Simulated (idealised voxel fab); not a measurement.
Module name: voxel gate over fins (process module)
cross-section cut | 260 nm wide | cells 5 nm
Cross-sections here: square-cell grids, written as top-down lists of bands, a band being one or more rows of cells.
Per band: top height and bottom height in nm, followed by the left-to-right materials and their widths in nm; "throughout" marks a single material spanning edge to edge, "air" marks empty space.
Heights are reckoned from 0. Under this level, the received wafer is all of one material. The bottommost band is open-ended downward, for example "top 0, no bottom".
Graded width ("30..40"): value in top row of band = first number; value in bottom row = second number; row-to-row change constant.
When a step is marked "changes: none", none of the cells in the cross-section changed during that step.
Voids not open to the top, 8 cells minimum: see "Catalogued sealed voids". Written width x height at distance; distance is from the left edge; nm.
Heads up: the bit after the settings on a step's line is the simulator's remark on that step.
"overlay nm", when on a step's line for a step with a mask, measures how far to the right of its planned place the mask lay; a negative measure means to the left.
The steps planned for the process are as follows:
1,RECEIVE, material Si
2,CONFORMAL_DEP, material SiN, thk nm 5
3,PATTERN, tone cover, mask id FINS, material resist, width nm 15, pitch nm 60, thk nm 20, overlay nm 0
4,DIRECTIONAL_ETCH, etch materials SiN, depth nm 5
5,DIRECTIONAL_ETCH, etch materials Si, depth nm 40
6,STRIP, etch materials resist
7,OXIDIZE, depth nm 5
8,FILL_DEP, material SiO2, thk nm 10
9,CMP, height nm 5
10,PATTERN, tone open, mask id RAIL, material resist, width nm 15, thk nm 15, overlay nm -15
11,DIRECTIONAL_ETCH, etch materials SiO2, depth nm 40
12,STRIP, etch materials resist
13,CONFORMAL_DEP, material TiN, thk nm 5
14,FILL_DEP, material Ru, thk nm 5
15,CMP, height nm 5
16,SELECTIVE_ETCH, etch materials W Ru TiN, depth nm 30
17,FILL_DEP, material SiO2, thk nm 5
18,CMP, height nm 5
19,SELECTIVE_ETCH, etch materials SiO2, depth nm 20
20,STRIP, etch materials SiN
21,CONFORMAL_DEP, material HfO2, thk nm 5
22,CONFORMAL_DEP, material TiN, thk nm 5
23,CONFORMAL_DEP, material TiAl, thk nm 5
24,CONFORMAL_DEP, material TiN, thk nm 5
25,FILL_DEP, material W, thk nm 15
26,CMP, height nm 30
27,CONFORMAL_DEP, material SiCN, thk nm 10
The wafers in this document start out alike and differ in the overlay nm applied at step 10; the plan shows the value used for the first wafer.
first wafer as received, after step 1:
	top 0, no bottom = Si throughout
	Catalogued sealed voids: none
Quick key for the table: a row per wafer, taken at the end of the module. For each material it tells you how many cells the wafer gained (+) or lost (-) since it came in, and the closed voids come after:
overlay nm -15 | +70 HfO2 | +1 Ru | -441 Si | +104 SiCN | +288 SiO2 | +70 TiAl | +145 TiN | +179 W | Catalogued sealed voids: none
overlay nm -10 | +70 HfO2 | +1 Ru | -441 Si | +104 SiCN | +288 SiO2 | +70 TiAl | +145 TiN | +179 W | Catalogued sealed voids: none
overlay nm -5 | +70 HfO2 | +1 Ru | -441 Si | +104 SiCN | +288 SiO2 | +70 TiAl | +145 TiN | +179 W | Catalogued sealed voids: none
overlay nm 0 | +70 HfO2 | +1 Ru | -441 Si | +104 SiCN | +288 SiO2 | +70 TiAl | +145 TiN | +179 W | Catalogued sealed voids: none
overlay nm 5 | +70 HfO2 | +1 Ru | -441 Si | +104 SiCN | +288 SiO2 | +70 TiAl | +145 TiN | +179 W | Catalogued sealed voids: none
overlay nm 10 | +70 HfO2 | +1 Ru | -441 Si | +104 SiCN | +288 SiO2 | +70 TiAl | +145 TiN | +179 W | Catalogued sealed voids: none
overlay nm 15 | +70 HfO2 | +1 Ru | -441 Si | +104 SiCN | +288 SiO2 | +70 TiAl | +145 TiN | +179 W | Catalogued sealed voids: none
